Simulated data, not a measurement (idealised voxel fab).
process module | voxel plated lines
cross-section cut | 285 nm wide | cells 5 nm
A cross-section is a grid of square cells, given in bands from the top down. A band is one or more rows of cells.
Each band's line starts with the height of the band's top and of its bottom, in nm. Then come its materials from left to right, each with its width in nm. One material with "throughout" fills the band from edge to edge. "air" is empty space.
Height 0 is the level under which the wafer as received is all one material. The lowest band goes on downwards, as in "0 down".
A width such as "30 to 40" changes by the same amount from each row of cells to the next, from the band's top row to its bottom row.
"no change" after a step means that no cell of the cross-section changed.
closed voids: empty space of 8 cells or more with no open way to the top, each as width x height at its distance from the left edge, in nm
after a step's settings: what the simulator itself notes on the step
overlay nm, on a step with a mask: how far to the right of its planned place the mask lay; to the left if negative
plan
1 op RECEIVE | material Si
2 op CONFORMAL_DEP | material SiN | thk nm 10
3 op DIRECTIONAL_DEP | material TiN | thk nm 5
4 op PATTERN | tone open | mask id LINES | material resist | width nm 20 | pitch nm 40 | thk nm 15 | overlay nm -15
5 op EPI | material Ru | thk nm 10
6 op STRIP | etch materials resist
7 op DIRECTIONAL_ETCH | etch materials TiN | depth nm 5
8 op CONFORMAL_DEP | material SiN | thk nm 10
varied across the wafers: overlay nm of step 4. The plan shows the first wafer's value. All wafers start alike
first wafer as received, after step 1
  0 down: Si throughout
  closed voids: none
each wafer at the end: cells of each material gained (+) or lost (-) since it was received, then its closed voids
overlay nm -15 | +16 Ru | +252 SiN | +8 TiN | closed voids: none
overlay nm -10 | +16 Ru | +252 SiN | +8 TiN | closed voids: none
overlay nm -5 | +16 Ru | +252 SiN | +8 TiN | closed voids: none
overlay nm 0 | +16 Ru | +252 SiN | +8 TiN | closed voids: none
overlay nm 5 | +16 Ru | +252 SiN | +8 TiN | closed voids: none
overlay nm 10 | +16 Ru | +252 SiN | +8 TiN | closed voids: none
overlay nm 15 | +16 Ru | +252 SiN | +8 TiN | closed voids: none
